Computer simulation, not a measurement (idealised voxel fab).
Herein follows the process module entitled voxel self aligned contacts.
220 nm wide, 5 nm square cells: that's cross-section cut.
A cross-section in this document is a grid of square cells, and it is written down as bands, the top band listed before the ones below it; a band is made up of one or more rows of cells.
Per band: top height and bottom height in nm, followed by the left-to-right materials and their widths in nm; "all across" marks a single material spanning edge to edge, "air" marks empty space.
Zero point of the height axis is 0; under it, received wafer = one material. Lowest band: continues down indefinitely, "from 0 down".
The notation "30 to 40" denotes a width that varies across the rows of cells in the band, beginning at the first number in the top row, finishing at the second number in the bottom row, and changing by an identical amount from each row to the next.
Step note "nothing was modified" = no cross-section cell changed.
If an empty space has no open way to the top and is at least 8 cells in size, "Voids lacking openings" lists it, written width x height at distance, where distance is measured from the left edge and every value is in nm.
Where a step's line continues beyond its settings, the continuation is a remark by the simulator itself on that step.
"overlay nm" denotes, for a step that has a mask, the displacement of the mask to the right of its planned place, with negative values corresponding to the left.
Quick note on how to read the rest: it's all pairs. You get the cross-section before a process step and the one after, but the after one only goes down as far as the lowest band that changed. The step in between, with its settings, sits under the pair. Heads up, the pairs can come from different runs of this module on the same starting wafer, so don't assume a pair picks up from the one above unless its "Snapshot before" entry says it does.

Snapshot before:
* from 0 down  Si all across
* Voids lacking openings: none

Cross-Section After Step:
* from 5 to 0  SiO2 all across
* Under the height 0 nothing was changed.
* Voids lacking openings: none
Connecting step for the cross-sections above: CONFORMAL_DEP [material SiO2] [thk nm 5]

Snapshot before: carried over from the after image of the pair right above.

Cross-Section After Step:
* from 30 to 5  polySi all across
* Under the height 5 nothing was changed.
* Voids lacking openings: none
Connecting step for the cross-sections above: DIRECTIONAL_DEP [material polySi] [thk nm 25]

Snapshot before: carried over from the after image of the pair right above.

Cross-Section After Step:
* from 45 to 30  SiN all across
* Under the height 30 nothing was changed.
* Voids lacking openings: none
Connecting step for the cross-sections above: DIRECTIONAL_DEP [material SiN] [thk nm 15]

Snapshot before: carried over from the after image of the pair right above.

Cross-Section After Step:
* from 45 to 30  air 55 nm, then SiN 35 nm, then air 35 nm, then SiN 35 nm, then air 60 nm
* Under the height 30 nothing was changed.
* Voids lacking openings: none
Connecting step for the cross-sections above: MASKED_ETCH [tone cover] [mask id GATE] [width nm 35] [pitch nm 70] [etch materials SiN] [depth nm 15] [overlay nm 0]

Snapshot before: carried over from the after image of the pair right above.

Cross-Section After Step:
* from 45 to 30  air 55 nm, then SiN 35 nm, then air 35 nm, then SiN 35 nm, then air 60 nm
* from 30 to 5  air 55 nm, then polySi 35 nm, then air 35 nm, then polySi 35 nm, then air 60 nm
* Under the height 5 nothing was changed.
* Voids lacking openings: none
Connecting step for the cross-sections above: MASKED_ETCH [tone cover] [mask id GATE] [width nm 35] [pitch nm 70] [etch materials polySi] [depth nm 25] [overlay nm 0]

Snapshot before: carried over from the after image of the pair right above.

Cross-Section After Step:
* from 50 to 30  air 50 nm, then SiN 45 nm, then air 25 nm, then SiN 45 nm, then air 55 nm
* from 30 to 10  air 50 nm, then SiN 5 nm, then polySi 35 nm, then SiN 5 nm, then air 25 nm, then SiN 5 nm, then polySi 35 nm, then SiN 5 nm, then air 55 nm
* from 10 to 5  SiN 55 nm, then polySi 35 nm, then SiN 35 nm, then polySi 35 nm, then SiN 60 nm
* Under the height 5 nothing was changed.
* Voids lacking openings: none
Connecting step for the cross-sections above: CONFORMAL_DEP [material SiN] [thk nm 5]

Snapshot before: carried over from the after image of the pair right above.

Cross-Section After Step:
* from 45 to 30  air 50 nm, then SiN 45 nm, then air 25 nm, then SiN 45 nm, then air 55 nm
* from 30 to 5  air 50 nm, then SiN 5 nm, then polySi 35 nm, then SiN 5 nm, then air 25 nm, then SiN 5 nm, then polySi 35 nm, then SiN 5 nm, then air 55 nm
* Under the height 5 nothing was changed.
* Voids lacking openings: none
Connecting step for the cross-sections above: DIRECTIONAL_ETCH [etch materials SiN] [depth nm 5]

Snapshot before: carried over from the after image of the pair right above.

Cross-Section After Step:
* from 55 to 45  SiO2 all across
* from 45 to 30  SiO2 50 nm, then SiN 45 nm, then SiO2 25 nm, then SiN 45 nm, then SiO2 55 nm
* from 30 to 5  SiO2 50 nm, then SiN 5 nm, then polySi 35 nm, then SiN 5 nm, then SiO2 25 nm, then SiN 5 nm, then polySi 35 nm, then SiN 5 nm, then SiO2 55 nm
* Under the height 5 nothing was changed.
* Voids lacking openings: none
Connecting step for the cross-sections above: FILL_DEP [material SiO2] [thk nm 10]

Snapshot before: carried over from the after image of the pair right above.

Cross-Section After Step:
* from 50 to 45  SiO2 all across
* Under the height 45 nothing was changed.
* Voids lacking openings: none
Connecting step for the cross-sections above: CMP [height nm 50]

Snapshot before: carried over from the after image of the pair right above.

Cross-Section After Step:
* from 65 to 50  resist 85 nm, then air 45 nm, then resist 90 nm
* Under the height 50 nothing was changed.
* Voids lacking openings: none
Connecting step for the cross-sections above: PATTERN [tone open] [mask id CONTACT] [material resist] [width nm 45] [thk nm 15] [overlay nm 0]

Snapshot before: carried over from the after image of the pair right above.

Cross-Section After Step:
* from 65 to 50  resist 85 nm, then air 45 nm, then resist 90 nm
* from 50 to 45  SiO2 85 nm, then air 45 nm, then SiO2 90 nm
* from 45 to 30  SiO2 50 nm, then SiN 45 nm, then air 25 nm, then SiN 45 nm, then SiO2 55 nm
* from 30 to 5  SiO2 50 nm, then SiN 5 nm, then polySi 35 nm, then SiN 5 nm, then air 25 nm, then SiN 5 nm, then polySi 35 nm, then SiN 5 nm, then SiO2 55 nm
* from 5 to 0  SiO2 95 nm, then air 25 nm, then SiO2 100 nm
* Under the height 0 nothing was changed.
* Voids lacking openings: none
Connecting step for the cross-sections above: DIRECTIONAL_ETCH [etch materials SiO2] [depth nm 50]

Snapshot before: carried over from the after image of the pair right above.

Cross-Section After Step:
* from 50 to 45  SiO2 85 nm, then air 45 nm, then SiO2 90 nm
* Under the height 45 nothing was changed.
* Voids lacking openings: none
Connecting step for the cross-sections above: STRIP [etch materials resist]

Snapshot before: carried over from the after image of the pair right above.

Cross-Section After Step:
* from 55 to 50  TiN 90 nm, then air 35 nm, then TiN 95 nm
* from 50 to 45  SiO2 85 nm, then TiN 15 nm, then air 15 nm, then TiN 15 nm, then SiO2 90 nm
* from 45 to 30  SiO2 50 nm, then SiN 45 nm, then TiN 5 nm, then air 15 nm, then TiN 5 nm, then SiN 45 nm, then SiO2 55 nm
* from 30 to 5  SiO2 50 nm, then SiN 5 nm, then polySi 35 nm, then SiN 5 nm, then TiN 5 nm, then air 15 nm, then TiN 5 nm, then SiN 5 nm, then polySi 35 nm, then SiN 5 nm, then SiO2 55 nm
* from 5 to 0  SiO2 95 nm, then TiN 25 nm, then SiO2 100 nm
* Under the height 0 nothing was changed.
* Voids lacking openings: none
Connecting step for the cross-sections above: CONFORMAL_DEP [material TiN] [thk nm 5]

Snapshot before: carried over from the after image of the pair right above.

Cross-Section After Step:
* from 65 to 55  Ru all across
* from 55 to 50  TiN 90 nm, then Ru 35 nm, then TiN 95 nm
* from 50 to 45  SiO2 85 nm, then TiN 15 nm, then Ru 15 nm, then TiN 15 nm, then SiO2 90 nm
* from 45 to 30  SiO2 50 nm, then SiN 45 nm, then TiN 5 nm, then Ru 15 nm, then TiN 5 nm, then SiN 45 nm, then SiO2 55 nm
* from 30 to 5  SiO2 50 nm, then SiN 5 nm, then polySi 35 nm, then SiN 5 nm, then TiN 5 nm, then Ru 15 nm, then TiN 5 nm, then SiN 5 nm, then polySi 35 nm, then SiN 5 nm, then SiO2 55 nm
* Under the height 5 nothing was changed.
* Voids lacking openings: none
Connecting step for the cross-sections above: FILL_DEP [material Ru] [thk nm 10]

Snapshot before: carried over from the after image of the pair right above.

Cross-Section After Step:
* from 50 to 45  SiO2 85 nm, then TiN 15 nm, then Ru 15 nm, then TiN 15 nm, then SiO2 90 nm
* Under the height 45 nothing was changed.
* Voids lacking openings: none
Connecting step for the cross-sections above: CMP [height nm 50]

Snapshot before: carried over from the after image of the pair right above.

Cross-Section After Step:
* from 55 to 50  SiN all across
* Under the height 50 nothing was changed.
* Voids lacking openings: none
Connecting step for the cross-sections above: CONFORMAL_DEP [material SiN] [thk nm 5]

Snapshot before:
* from 45 to 30  air 55 nm, then SiN 35 nm, then air 35 nm, then SiN 35 nm, then air 60 nm
* from 30 to 5  air 55 nm, then polySi 35 nm, then air 35 nm, then polySi 35 nm, then air 60 nm
* from 5 to 0  SiO2 all across
* from 0 down  Si all across
* Voids lacking openings: none

Cross-Section After Step:
* from 40 to 30  air 55 nm, then SiN 35 nm, then air 35 nm, then SiN 35 nm, then air 60 nm
* Under the height 30 nothing was changed.
* Voids lacking openings: none
Connecting step for the cross-sections above: DIRECTIONAL_ETCH [etch materials SiN] [depth nm 5]

Snapshot before: carried over from the after image of the pair right above.

Cross-Section After Step:
* from 50 to 40  SiO2 all across
* from 40 to 30  SiO2 55 nm, then SiN 35 nm, then SiO2 35 nm, then SiN 35 nm, then SiO2 60 nm
* from 30 to 5  SiO2 55 nm, then polySi 35 nm, then SiO2 35 nm, then polySi 35 nm, then SiO2 60 nm
* Under the height 5 nothing was changed.
* Voids lacking openings: none
Connecting step for the cross-sections above: FILL_DEP [material SiO2] [thk nm 10]

Snapshot before: carried over from the after image of the pair right above.

Cross-Section After Step:
* from 65 to 50  resist 85 nm, then air 45 nm, then resist 90 nm
* Under the height 50 nothing was changed.
* Voids lacking openings: none
Connecting step for the cross-sections above: PATTERN [tone open] [mask id CONTACT] [material resist] [width nm 45] [thk nm 15] [overlay nm 0]

Snapshot before: carried over from the after image of the pair right above.

Cross-Section After Step:
* from 65 to 50  resist 85 nm, then air 45 nm, then resist 90 nm
* from 50 to 40  SiO2 85 nm, then air 45 nm, then SiO2 90 nm
* from 40 to 30  SiO2 55 nm, then SiN 35 nm, then air 35 nm, then SiN 35 nm, then SiO2 60 nm
* from 30 to 5  SiO2 55 nm, then polySi 35 nm, then air 35 nm, then polySi 35 nm, then SiO2 60 nm
* from 5 to 0  SiO2 90 nm, then air 35 nm, then SiO2 95 nm
* Under the height 0 nothing was changed.
* Voids lacking openings: none
Connecting step for the cross-sections above: DIRECTIONAL_ETCH [etch materials SiO2] [depth nm 50]

Snapshot before: carried over from the after image of the pair right above.

Cross-Section After Step:
* from 50 to 40  SiO2 85 nm, then air 45 nm, then SiO2 90 nm
* Under the height 40 nothing was changed.
* Voids lacking openings: none
Connecting step for the cross-sections above: STRIP [etch materials resist]

Snapshot before: carried over from the after image of the pair right above.

Cross-Section After Step:
* from 55 to 50  TiN 90 nm, then air 35 nm, then TiN 95 nm
* from 50 to 40  SiO2 85 nm, then TiN 5 to 10 nm, then air 35 to 25 nm, then TiN 5 to 10 nm, then SiO2 90 nm
* from 40 to 30  SiO2 55 nm, then SiN 35 nm, then TiN 5 nm, then air 25 nm, then TiN 5 nm, then SiN 35 nm, then SiO2 60 nm
* from 30 to 5  SiO2 55 nm, then polySi 35 nm, then TiN 5 nm, then air 25 nm, then TiN 5 nm, then polySi 35 nm, then SiO2 60 nm
* from 5 to 0  SiO2 90 nm, then TiN 35 nm, then SiO2 95 nm
* Under the height 0 nothing was changed.
* Voids lacking openings: none
Connecting step for the cross-sections above: CONFORMAL_DEP [material TiN] [thk nm 5]

Snapshot before: carried over from the after image of the pair right above.

Cross-Section After Step:
* from 65 to 55  Ru all across
* from 55 to 50  TiN 90 nm, then Ru 35 nm, then TiN 95 nm
* from 50 to 40  SiO2 85 nm, then TiN 5 to 10 nm, then Ru 35 to 25 nm, then TiN 5 to 10 nm, then SiO2 90 nm
* from 40 to 30  SiO2 55 nm, then SiN 35 nm, then TiN 5 nm, then Ru 25 nm, then TiN 5 nm, then SiN 35 nm, then SiO2 60 nm
* from 30 to 5  SiO2 55 nm, then polySi 35 nm, then TiN 5 nm, then Ru 25 nm, then TiN 5 nm, then polySi 35 nm, then SiO2 60 nm
* Under the height 5 nothing was changed.
* Voids lacking openings: none
Connecting step for the cross-sections above: FILL_DEP [material Ru] [thk nm 10]

Snapshot before: carried over from the after image of the pair right above.

Cross-Section After Step:
* from 50 to 40  SiO2 85 nm, then TiN 5 to 10 nm, then Ru 35 to 25 nm, then TiN 5 to 10 nm, then SiO2 90 nm
* Under the height 40 nothing was changed.
* Voids lacking openings: none
Connecting step for the cross-sections above: CMP [height nm 50]

Snapshot before: carried over from the after image of the pair right above.

Cross-Section After Step:
* from 55 to 50  SiN all across
* Under the height 50 nothing was changed.
* Voids lacking openings: none
Connecting step for the cross-sections above: CONFORMAL_DEP [material SiN] [thk nm 5]

Snapshot before:
* from 45 to 30  SiN all across
* from 30 to 5  polySi all across
* from 5 to 0  SiO2 all across
* from 0 down  Si all across
* Voids lacking openings: none

Cross-Section After Step:
* from 60 to 30  SiN all across
* Under the height 30 nothing was changed.
* Voids lacking openings: none
Connecting step for the cross-sections above: DIRECTIONAL_DEP [material SiN] [thk nm 15]

Snapshot before: carried over from the after image of the pair right above.

Cross-Section After Step:
* from 60 to 45  air 55 nm, then SiN 35 nm, then air 35 nm, then SiN 35 nm, then air 60 nm
* Under the height 45 nothing was changed.
* Voids lacking openings: none
Connecting step for the cross-sections above: MASKED_ETCH [tone cover] [mask id GATE] [width nm 35] [pitch nm 70] [etch materials SiN] [depth nm 15] [overlay nm 0]

Snapshot before: carried over from the after image of the pair right above.

Cross-Section After Step:
* from 65 to 50  air 50 nm, then SiN 45 nm, then air 25 nm, then SiN 45 nm, then air 55 nm
* from 50 to 30  SiN all across
* Under the height 30 nothing was changed.
* Voids lacking openings: none
Connecting step for the cross-sections above: CONFORMAL_DEP [material SiN] [thk nm 5]

Snapshot before: carried over from the after image of the pair right above.

Cross-Section After Step:
* from 60 to 45  air 50 nm, then SiN 45 nm, then air 25 nm, then SiN 45 nm, then air 55 nm
* Under the height 45 nothing was changed.
* Voids lacking openings: none
Connecting step for the cross-sections above: DIRECTIONAL_ETCH [etch materials SiN] [depth nm 5]

Snapshot before: carried over from the after image of the pair right above.

Cross-Section After Step:
* from 70 to 60  SiO2 all across
* from 60 to 45  SiO2 50 nm, then SiN 45 nm, then SiO2 25 nm, then SiN 45 nm, then SiO2 55 nm
* Under the height 45 nothing was changed.
* Voids lacking openings: none
Connecting step for the cross-sections above: FILL_DEP [material SiO2] [thk nm 10]

Snapshot before: carried over from the after image of the pair right above.

Cross-Section After Step:
* from 50 to 45  SiO2 50 nm, then SiN 45 nm, then SiO2 25 nm, then SiN 45 nm, then SiO2 55 nm
* Under the height 45 nothing was changed.
* Voids lacking openings: none
Connecting step for the cross-sections above: CMP [height nm 50]

Snapshot before: carried over from the after image of the pair right above.

Cross-Section After Step:
* from 65 to 50  resist 85 nm, then air 45 nm, then resist 90 nm
* Under the height 50 nothing was changed.
* Voids lacking openings: none
Connecting step for the cross-sections above: PATTERN [tone open] [mask id CONTACT] [material resist] [width nm 45] [thk nm 15] [overlay nm 0]

Snapshot before: carried over from the after image of the pair right above.

Cross-Section After Step:
* from 65 to 50  resist 85 nm, then air 45 nm, then resist 90 nm
* from 50 to 45  SiO2 50 nm, then SiN 45 nm, then air 25 nm, then SiN 45 nm, then SiO2 55 nm
* Under the height 45 nothing was changed.
* Voids lacking openings: none
Connecting step for the cross-sections above: DIRECTIONAL_ETCH [etch materials SiO2] [depth nm 50]

Snapshot before: carried over from the after image of the pair right above.

Cross-Section After Step:
* from 50 to 45  SiO2 50 nm, then SiN 45 nm, then air 25 nm, then SiN 45 nm, then SiO2 55 nm
* Under the height 45 nothing was changed.
* Voids lacking openings: none
Connecting step for the cross-sections above: STRIP [etch materials resist]

Snapshot before: carried over from the after image of the pair right above.

Cross-Section After Step:
* from 55 to 50  TiN 100 nm, then air 15 nm, then TiN 105 nm
* from 50 to 45  SiO2 50 nm, then SiN 45 nm, then TiN 25 nm, then SiN 45 nm, then SiO2 55 nm
* Under the height 45 nothing was changed.
* Voids lacking openings: none
Connecting step for the cross-sections above: CONFORMAL_DEP [material TiN] [thk nm 5]

Snapshot before: carried over from the after image of the pair right above.

Cross-Section After Step:
* from 65 to 55  Ru all across
* from 55 to 50  TiN 100 nm, then Ru 15 nm, then TiN 105 nm
* Under the height 50 nothing was changed.
* Voids lacking openings: none
Connecting step for the cross-sections above: FILL_DEP [material Ru] [thk nm 10]

Snapshot before: carried over from the after image of the pair right above.

Cross-Section After Step:
* from 50 to 45  SiO2 50 nm, then SiN 45 nm, then TiN 25 nm, then SiN 45 nm, then SiO2 55 nm
* Under the height 45 nothing was changed.
* Voids lacking openings: none
Connecting step for the cross-sections above: CMP [height nm 50]

Snapshot before: carried over from the after image of the pair right above.

Cross-Section After Step:
* from 55 to 50  SiN all across
* Under the height 50 nothing was changed.
* Voids lacking openings: none
Connecting step for the cross-sections above: CONFORMAL_DEP [material SiN] [thk nm 5]

Snapshot before:
* from 5 to 0  SiO2 all across
* from 0 down  Si all across
* Voids lacking openings: none

Cross-Section After Step:
* from 20 to 5  SiN all across
* Under the height 5 nothing was changed.
* Voids lacking openings: none
Connecting step for the cross-sections above: DIRECTIONAL_DEP [material SiN] [thk nm 15]

Snapshot before: carried over from the after image of the pair right above.

Cross-Section After Step:
* from 45 to 20  polySi all across
* Under the height 20 nothing was changed.
* Voids lacking openings: none
Connecting step for the cross-sections above: DIRECTIONAL_DEP [material polySi] [thk nm 25]

Snapshot before: carried over from the after image of the pair right above.

Cross-Section After Step:
* from 45 to 20  air 55 nm, then polySi 35 nm, then air 35 nm, then polySi 35 nm, then air 60 nm
* Under the height 20 nothing was changed.
* Voids lacking openings: none
Connecting step for the cross-sections above: MASKED_ETCH [tone cover] [mask id GATE] [width nm 35] [pitch nm 70] [etch materials polySi] [depth nm 25] [overlay nm 0]

Snapshot before: carried over from the after image of the pair right above.

Cross-Section After Step:
* from 50 to 45  air 50 nm, then SiN 45 nm, then air 25 nm, then SiN 45 nm, then air 55 nm
* from 45 to 25  air 50 nm, then SiN 5 nm, then polySi 35 nm, then SiN 5 nm, then air 25 nm, then SiN 5 nm, then polySi 35 nm, then SiN 5 nm, then air 55 nm
* from 25 to 20  SiN 55 nm, then polySi 35 nm, then SiN 35 nm, then polySi 35 nm, then SiN 60 nm
* Under the height 20 nothing was changed.
* Voids lacking openings: none
Connecting step for the cross-sections above: CONFORMAL_DEP [material SiN] [thk nm 5]

Snapshot before: carried over from the after image of the pair right above.

Cross-Section After Step:
* from 45 to 20  air 50 nm, then SiN 5 nm, then polySi 35 nm, then SiN 5 nm, then air 25 nm, then SiN 5 nm, then polySi 35 nm, then SiN 5 nm, then air 55 nm
* Under the height 20 nothing was changed.
* Voids lacking openings: none
Connecting step for the cross-sections above: DIRECTIONAL_ETCH [etch materials SiN] [depth nm 5]

Snapshot before: carried over from the after image of the pair right above.

Cross-Section After Step:
* from 55 to 45  SiO2 all across
* from 45 to 20  SiO2 50 nm, then SiN 5 nm, then polySi 35 nm, then SiN 5 nm, then SiO2 25 nm, then SiN 5 nm, then polySi 35 nm, then SiN 5 nm, then SiO2 55 nm
* Under the height 20 nothing was changed.
* Voids lacking openings: none
Connecting step for the cross-sections above: FILL_DEP [material SiO2] [thk nm 10]

Snapshot before: carried over from the after image of the pair right above.

Cross-Section After Step:
* from 50 to 45  SiO2 all across
* Under the height 45 nothing was changed.
* Voids lacking openings: none
Connecting step for the cross-sections above: CMP [height nm 50]

Snapshot before: carried over from the after image of the pair right above.

Cross-Section After Step:
* from 65 to 50  resist 85 nm, then air 45 nm, then resist 90 nm
* Under the height 50 nothing was changed.
* Voids lacking openings: none
Connecting step for the cross-sections above: PATTERN [tone open] [mask id CONTACT] [material resist] [width nm 45] [thk nm 15] [overlay nm 0]

Snapshot before: carried over from the after image of the pair right above.

Cross-Section After Step:
* from 65 to 50  resist 85 nm, then air 45 nm, then resist 90 nm
* from 50 to 45  SiO2 85 nm, then air 45 nm, then SiO2 90 nm
* from 45 to 20  SiO2 50 nm, then SiN 5 nm, then polySi 35 nm, then SiN 5 nm, then air 25 nm, then SiN 5 nm, then polySi 35 nm, then SiN 5 nm, then SiO2 55 nm
* Under the height 20 nothing was changed.
* Voids lacking openings: none
Connecting step for the cross-sections above: DIRECTIONAL_ETCH [etch materials SiO2] [depth nm 50]

Snapshot before: carried over from the after image of the pair right above.

Cross-Section After Step:
* from 50 to 45  SiO2 85 nm, then air 45 nm, then SiO2 90 nm
* Under the height 45 nothing was changed.
* Voids lacking openings: none
Connecting step for the cross-sections above: STRIP [etch materials resist]

Snapshot before: carried over from the after image of the pair right above.

Cross-Section After Step:
* from 55 to 50  TiN 90 nm, then air 35 nm, then TiN 95 nm
* from 50 to 45  SiO2 85 nm, then TiN 15 nm, then air 15 nm, then TiN 15 nm, then SiO2 90 nm
* from 45 to 25  SiO2 50 nm, then SiN 5 nm, then polySi 35 nm, then SiN 5 nm, then TiN 5 nm, then air 15 nm, then TiN 5 nm, then SiN 5 nm, then polySi 35 nm, then SiN 5 nm, then SiO2 55 nm
* from 25 to 20  SiO2 50 nm, then SiN 5 nm, then polySi 35 nm, then SiN 5 nm, then TiN 25 nm, then SiN 5 nm, then polySi 35 nm, then SiN 5 nm, then SiO2 55 nm
* Under the height 20 nothing was changed.
* Voids lacking openings: none
Connecting step for the cross-sections above: CONFORMAL_DEP [material TiN] [thk nm 5]

Snapshot before: carried over from the after image of the pair right above.

Cross-Section After Step:
* from 65 to 55  Ru all across
* from 55 to 50  TiN 90 nm, then Ru 35 nm, then TiN 95 nm
* from 50 to 45  SiO2 85 nm, then TiN 15 nm, then Ru 15 nm, then TiN 15 nm, then SiO2 90 nm
* from 45 to 25  SiO2 50 nm, then SiN 5 nm, then polySi 35 nm, then SiN 5 nm, then TiN 5 nm, then Ru 15 nm, then TiN 5 nm, then SiN 5 nm, then polySi 35 nm, then SiN 5 nm, then SiO2 55 nm
* Under the height 25 nothing was changed.
* Voids lacking openings: none
Connecting step for the cross-sections above: FILL_DEP [material Ru] [thk nm 10]

Snapshot before: carried over from the after image of the pair right above.

Cross-Section After Step:
* from 50 to 45  SiO2 85 nm, then TiN 15 nm, then Ru 15 nm, then TiN 15 nm, then SiO2 90 nm
* Under the height 45 nothing was changed.
* Voids lacking openings: none
Connecting step for the cross-sections above: CMP [height nm 50]

Snapshot before: carried over from the after image of the pair right above.

Cross-Section After Step:
* from 55 to 50  SiN all across
* Under the height 50 nothing was changed.
* Voids lacking openings: none
Connecting step for the cross-sections above: CONFORMAL_DEP [material SiN] [thk nm 5]

Snapshot before:
* from 45 to 30  air 55 nm, then SiN 35 nm, then air 35 nm, then SiN 35 nm, then air 60 nm
* from 30 to 5  air 55 nm, then polySi 35 nm, then air 35 nm, then polySi 35 nm, then air 60 nm
* from 5 to 0  SiO2 all across
* from 0 down  Si all across
* Voids lacking openings: none

Cross-Section After Step:
* from 60 to 30  air 40 nm, then SiN 65 nm, then air 5 nm, then SiN 65 nm, then air 45 nm
* from 30 to 20  air 40 nm, then SiN 15 nm, then polySi 35 nm, then SiN 15 nm, then air 5 nm, then SiN 15 nm, then polySi 35 nm, then SiN 15 nm, then air 45 nm
* from 20 to 5  SiN 55 nm, then polySi 35 nm, then SiN 35 nm, then polySi 35 nm, then SiN 60 nm
* Under the height 5 nothing was changed.
* Voids lacking openings: none
Connecting step for the cross-sections above: CONFORMAL_DEP [material SiN] [thk nm 15]

Snapshot before: carried over from the after image of the pair right above.

Cross-Section After Step:
* from 55 to 30  air 40 nm, then SiN 65 nm, then air 5 nm, then SiN 65 nm, then air 45 nm
* from 30 to 15  air 40 nm, then SiN 15 nm, then polySi 35 nm, then SiN 15 nm, then air 5 nm, then SiN 15 nm, then polySi 35 nm, then SiN 15 nm, then air 45 nm
* Under the height 15 nothing was changed.
* Voids lacking openings: none
Connecting step for the cross-sections above: DIRECTIONAL_ETCH [etch materials SiN] [depth nm 5]

Snapshot before: carried over from the after image of the pair right above.

Cross-Section After Step:
* from 65 to 55  SiO2 all across
* from 55 to 30  SiO2 40 nm, then SiN 65 nm, then SiO2 5 nm, then SiN 65 nm, then SiO2 45 nm
* from 30 to 15  SiO2 40 nm, then SiN 15 nm, then polySi 35 nm, then SiN 15 nm, then SiO2 5 nm, then SiN 15 nm, then polySi 35 nm, then SiN 15 nm, then SiO2 45 nm
* Under the height 15 nothing was changed.
* Voids lacking openings: none
Connecting step for the cross-sections above: FILL_DEP [material SiO2] [thk nm 10]

Snapshot before: carried over from the after image of the pair right above.

Cross-Section After Step:
* from 50 to 30  SiO2 40 nm, then SiN 65 nm, then SiO2 5 nm, then SiN 65 nm, then SiO2 45 nm
* Under the height 30 nothing was changed.
* Voids lacking openings: none
Connecting step for the cross-sections above: CMP [height nm 50]

Snapshot before: carried over from the after image of the pair right above.

Cross-Section After Step:
* from 65 to 50  resist 85 nm, then air 45 nm, then resist 90 nm
* Under the height 50 nothing was changed.
* Voids lacking openings: none
Connecting step for the cross-sections above: PATTERN [tone open] [mask id CONTACT] [material resist] [width nm 45] [thk nm 15] [overlay nm 0]

Snapshot before: carried over from the after image of the pair right above.

Cross-Section After Step:
* from 65 to 50  resist 85 nm, then air 45 nm, then resist 90 nm
* from 50 to 30  SiO2 40 nm, then SiN 65 nm, then air 5 nm, then SiN 65 nm, then SiO2 45 nm
* from 30 to 15  SiO2 40 nm, then SiN 15 nm, then polySi 35 nm, then SiN 15 nm, then air 5 nm, then SiN 15 nm, then polySi 35 nm, then SiN 15 nm, then SiO2 45 nm
* Under the height 15 nothing was changed.
* Voids lacking openings: none
Connecting step for the cross-sections above: DIRECTIONAL_ETCH [etch materials SiO2] [depth nm 50]

Snapshot before: carried over from the after image of the pair right above.

Cross-Section After Step:
* from 50 to 30  SiO2 40 nm, then SiN 65 nm, then air 5 nm, then SiN 65 nm, then SiO2 45 nm
* Under the height 30 nothing was changed.
* Voids lacking openings: none
Connecting step for the cross-sections above: STRIP [etch materials resist]

Snapshot before: carried over from the after image of the pair right above.

Cross-Section After Step:
* from 55 to 50  TiN all across
* from 50 to 30  SiO2 40 nm, then SiN 65 nm, then TiN 5 nm, then SiN 65 nm, then SiO2 45 nm
* from 30 to 15  SiO2 40 nm, then SiN 15 nm, then polySi 35 nm, then SiN 15 nm, then TiN 5 nm, then SiN 15 nm, then polySi 35 nm, then SiN 15 nm, then SiO2 45 nm
* Under the height 15 nothing was changed.
* Voids lacking openings: none
Connecting step for the cross-sections above: CONFORMAL_DEP [material TiN] [thk nm 5]

Snapshot before: carried over from the after image of the pair right above.

Cross-Section After Step:
* from 65 to 55  Ru all across
* Under the height 55 nothing was changed.
* Voids lacking openings: none
Connecting step for the cross-sections above: FILL_DEP [material Ru] [thk nm 10]

Snapshot before: carried over from the after image of the pair right above.

Cross-Section After Step:
* from 50 to 30  SiO2 40 nm, then SiN 65 nm, then TiN 5 nm, then SiN 65 nm, then SiO2 45 nm
* Under the height 30 nothing was changed.
* Voids lacking openings: none
Connecting step for the cross-sections above: CMP [height nm 50]

Snapshot before: carried over from the after image of the pair right above.

Cross-Section After Step:
* from 55 to 50  SiN all across
* Under the height 50 nothing was changed.
* Voids lacking openings: none
Connecting step for the cross-sections above: CONFORMAL_DEP [material SiN] [thk nm 5]

Snapshot before:
* from 45 to 30  SiN all across
* from 30 to 5  polySi all across
* from 5 to 0  SiO2 all across
* from 0 down  Si all across
* Voids lacking openings: none

Cross-Section After Step:
* from 45 to 30  air 50 nm, then SiN 45 nm, then air 25 nm, then SiN 45 nm, then air 55 nm
* Under the height 30 nothing was changed.
* Voids lacking openings: none
Connecting step for the cross-sections above: MASKED_ETCH [tone cover] [mask id GATE] [width nm 45] [pitch nm 70] [etch materials SiN] [depth nm 15] [overlay nm 0]

Snapshot before: carried over from the after image of the pair right above.

Cross-Section After Step:
* from 45 to 30  air 50 nm, then SiN 45 nm, then air 25 nm, then SiN 45 nm, then air 55 nm
* from 30 to 5  air 50 nm, then polySi 45 nm, then air 25 nm, then polySi 45 nm, then air 55 nm
* Under the height 5 nothing was changed.
* Voids lacking openings: none
Connecting step for the cross-sections above: MASKED_ETCH [tone cover] [mask id GATE] [width nm 35] [pitch nm 70] [etch materials polySi] [depth nm 25] [overlay nm 0]

Snapshot before: carried over from the after image of the pair right above.

Cross-Section After Step:
* from 50 to 30  air 45 nm, then SiN 55 nm, then air 15 nm, then SiN 55 nm, then air 50 nm
* from 30 to 10  air 45 nm, then SiN 5 nm, then polySi 45 nm, then SiN 5 nm, then air 15 nm, then SiN 5 nm, then polySi 45 nm, then SiN 5 nm, then air 50 nm
* from 10 to 5  SiN 50 nm, then polySi 45 nm, then SiN 25 nm, then polySi 45 nm, then SiN 55 nm
* Under the height 5 nothing was changed.
* Voids lacking openings: none
Connecting step for the cross-sections above: CONFORMAL_DEP [material SiN] [thk nm 5]

Snapshot before: carried over from the after image of the pair right above.

Cross-Section After Step:
* from 45 to 30  air 45 nm, then SiN 55 nm, then air 15 nm, then SiN 55 nm, then air 50 nm
* from 30 to 5  air 45 nm, then SiN 5 nm, then polySi 45 nm, then SiN 5 nm, then air 15 nm, then SiN 5 nm, then polySi 45 nm, then SiN 5 nm, then air 50 nm
* Under the height 5 nothing was changed.
* Voids lacking openings: none
Connecting step for the cross-sections above: DIRECTIONAL_ETCH [etch materials SiN] [depth nm 5]

Snapshot before: carried over from the after image of the pair right above.

Cross-Section After Step:
* from 55 to 45  SiO2 all across
* from 45 to 30  SiO2 45 nm, then SiN 55 nm, then SiO2 15 nm, then SiN 55 nm, then SiO2 50 nm
* from 30 to 5  SiO2 45 nm, then SiN 5 nm, then polySi 45 nm, then SiN 5 nm, then SiO2 15 nm, then SiN 5 nm, then polySi 45 nm, then SiN 5 nm, then SiO2 50 nm
* Under the height 5 nothing was changed.
* Voids lacking openings: none
Connecting step for the cross-sections above: FILL_DEP [material SiO2] [thk nm 10]

Snapshot before: carried over from the after image of the pair right above.

Cross-Section After Step:
* from 50 to 45  SiO2 all across
* Under the height 45 nothing was changed.
* Voids lacking openings: none
Connecting step for the cross-sections above: CMP [height nm 50]

Snapshot before: carried over from the after image of the pair right above.

Cross-Section After Step:
* from 65 to 50  resist 85 nm, then air 45 nm, then resist 90 nm
* Under the height 50 nothing was changed.
* Voids lacking openings: none
Connecting step for the cross-sections above: PATTERN [tone open] [mask id CONTACT] [material resist] [width nm 45] [thk nm 15] [overlay nm 0]
